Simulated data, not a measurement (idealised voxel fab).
process module | voxel capacitor over wiring
cross-section cut | 170 nm wide | cells 5 nm
A cross-section is a grid of square cells, given in bands from the top down. A band is one or more rows of cells.
Each band's line starts with the height of the band's top and of its bottom, in nm. Then come its materials from left to right, each with its width in nm. One material with "throughout" fills the band from edge to edge. "air" is empty space.
Height 0 is the level under which the wafer as received is all one material. The lowest band goes on downwards, as in "0 down".
A width such as "30 to 40" changes by the same amount from each row of cells to the next, from the band's top row to its bottom row.
"no change" after a step means that no cell of the cross-section changed.
closed voids: empty space of 8 cells or more with no open way to the top, each as width x height at its distance from the left edge, in nm
after a step's settings: what the simulator itself notes on the step
overlay nm, on a step with a mask: how far to the right of its planned place the mask lay; to the left if negative
plan
1 op RECEIVE | material Si
2 op CONFORMAL_DEP | material SiO2 | thk nm 10
3 op CONFORMAL_DEP | material SiCN | thk nm 5
4 op DIRECTIONAL_DEP | material SiO2 | thk nm 25
5 op DIRECTIONAL_DEP | material aC | thk nm 15
6 op PATTERN | tone open | mask id METAL_1 | material resist | width nm 30 | pitch nm 85 | thk nm 35 | overlay nm 0
7 op DIRECTIONAL_ETCH | etch materials aC | depth nm 15
8 op STRIP | etch materials resist
9 op DIRECTIONAL_ETCH | etch materials SiO2 | depth nm 25
10 op DIRECTIONAL_ETCH | etch materials SiCN | depth nm 5
11 op STRIP | etch materials aC
12 op CONFORMAL_DEP | material TiN | thk nm 5
13 op FILL_DEP | material Ru | thk nm 10
14 op CMP | height nm 40
15 op CONFORMAL_DEP | material SiCN | thk nm 5
16 op DIRECTIONAL_DEP | material lowk | thk nm 15
17 op PATTERN | tone open | mask id PLUG_1 | material resist | width nm 15 | thk nm 20 | overlay nm 0
18 op DIRECTIONAL_ETCH | etch materials lowk | depth nm 15
19 op DIRECTIONAL_ETCH | etch materials SiCN | depth nm 5
20 op STRIP | etch materials resist
21 op CONFORMAL_DEP | material TiN | thk nm 5
22 op FILL_DEP | material Cu | thk nm 5
23 op CMP | height nm 60
24 op DIRECTIONAL_DEP | material TiN | thk nm 5
25 op DIRECTIONAL_DEP | material Al2O3 | thk nm 5
26 op DIRECTIONAL_DEP | material TiN | thk nm 10
27 op PATTERN | tone cover | mask id UPPER_PLATE | material resist | width nm 60 | thk nm 20 | overlay nm 0
28 op DIRECTIONAL_ETCH | etch materials TiN | depth nm 10
29 op DIRECTIONAL_ETCH | etch materials Al2O3 | depth nm 5
30 op STRIP | etch materials resist
31 op DIRECTIONAL_DEP | material aC | thk nm 10
32 op PATTERN | tone cover | mask id LOWER_PLATE | material resist | width nm 70 | thk nm 25 | overlay nm 0
33 op DIRECTIONAL_ETCH | etch materials aC | depth nm 10
34 op STRIP | etch materials resist
35 op DIRECTIONAL_ETCH | etch materials TiN | depth nm 5
36 op STRIP | etch materials aC
37 op FILL_DEP | material SiO2 | thk nm 20
38 op CMP | height nm 95
39 op DIRECTIONAL_DEP | material aC | thk nm 15
40 op PATTERN | tone open | mask id PLUG_2 | material resist | width nm 15 | thk nm 35 | overlay nm -15
41 op DIRECTIONAL_ETCH | etch materials aC | depth nm 15
42 op STRIP | etch materials resist
43 op DIRECTIONAL_ETCH | etch materials SiO2 | depth nm 15
44 op STRIP | etch materials aC
45 op CONFORMAL_DEP | material TiN | thk nm 5
46 op FILL_DEP | material Cu | thk nm 5
47 op CMP | height nm 95
48 op CONFORMAL_DEP | material SiN | thk nm 5
varied across the wafers: overlay nm of step 40. The plan shows the first wafer's value. All wafers start alike
first wafer as received, after step 1
  0 down: Si throughout
  closed voids: none
first wafer at the end, after step 48
  100 to 95: SiN throughout
  95 to 85: SiO2 35 | TiN 5 | Cu 5 | TiN 5 | SiO2 120
  85 to 80: SiO2 35 | TiN 15 | SiO2 120
  80 to 70: SiO2 40 | TiN 60 | SiO2 70
  70 to 65: SiO2 40 | Al2O3 60 | SiO2 70
  65 to 60: SiO2 35 | TiN 70 | SiO2 65
  60 to 45: lowk 40 | TiN 5 | Cu 5 | TiN 5 | lowk 115
  45 to 40: SiCN 40 | TiN 15 | SiCN 115
  40 to 15: SiO2 25 | TiN 5 | Ru 20 | TiN 5 | SiO2 55 | TiN 5 | Ru 20 | TiN 5 | SiO2 30
  15 to 10: SiCN 25 | TiN 30 | SiCN 55 | TiN 30 | SiCN 30
  10 to 0: SiO2 throughout
  0 down: Si throughout
  closed voids: none
last wafer at the end
  100 to 95: SiN throughout
  95 to 85: SiO2 65 | TiN 5 | Cu 5 | TiN 5 | SiO2 90
  85 to 80: SiO2 65 | TiN 15 | SiO2 90
  80 to 70: SiO2 40 | TiN 60 | SiO2 70
  70 to 65: SiO2 40 | Al2O3 60 | SiO2 70
  65 to 60: SiO2 35 | TiN 70 | SiO2 65
  60 to 45: lowk 40 | TiN 5 | Cu 5 | TiN 5 | lowk 115
  45 to 40: SiCN 40 | TiN 15 | SiCN 115
  40 to 15: SiO2 25 | TiN 5 | Ru 20 | TiN 5 | SiO2 55 | TiN 5 | Ru 20 | TiN 5 | SiO2 30
  15 to 10: SiCN 25 | TiN 30 | SiCN 55 | TiN 30 | SiCN 30
  10 to 0: SiO2 throughout
  0 down: Si throughout
  closed voids: none
each wafer at the end: cells of each material gained (+) or lost (-) since it was received, then its closed voids
overlay nm -15 | +12 Al2O3 | +5 Cu | +40 Ru | +53 SiCN | +34 SiN | +357 SiO2 | +86 TiN | +93 lowk | closed voids: none
overlay nm -10 | +12 Al2O3 | +5 Cu | +40 Ru | +53 SiCN | +34 SiN | +357 SiO2 | +86 TiN | +93 lowk | closed voids: none
overlay nm -5 | +12 Al2O3 | +5 Cu | +40 Ru | +53 SiCN | +34 SiN | +357 SiO2 | +86 TiN | +93 lowk | closed voids: none
overlay nm 0 | +12 Al2O3 | +5 Cu | +40 Ru | +53 SiCN | +34 SiN | +357 SiO2 | +86 TiN | +93 lowk | closed voids: none
overlay nm 5 | +12 Al2O3 | +5 Cu | +40 Ru | +53 SiCN | +34 SiN | +357 SiO2 | +86 TiN | +93 lowk | closed voids: none
overlay nm 10 | +12 Al2O3 | +5 Cu | +40 Ru | +53 SiCN | +34 SiN | +357 SiO2 | +86 TiN | +93 lowk | closed voids: none
overlay nm 15 | +12 Al2O3 | +5 Cu | +40 Ru | +53 SiCN | +34 SiN | +357 SiO2 | +86 TiN | +93 lowk | closed voids: none
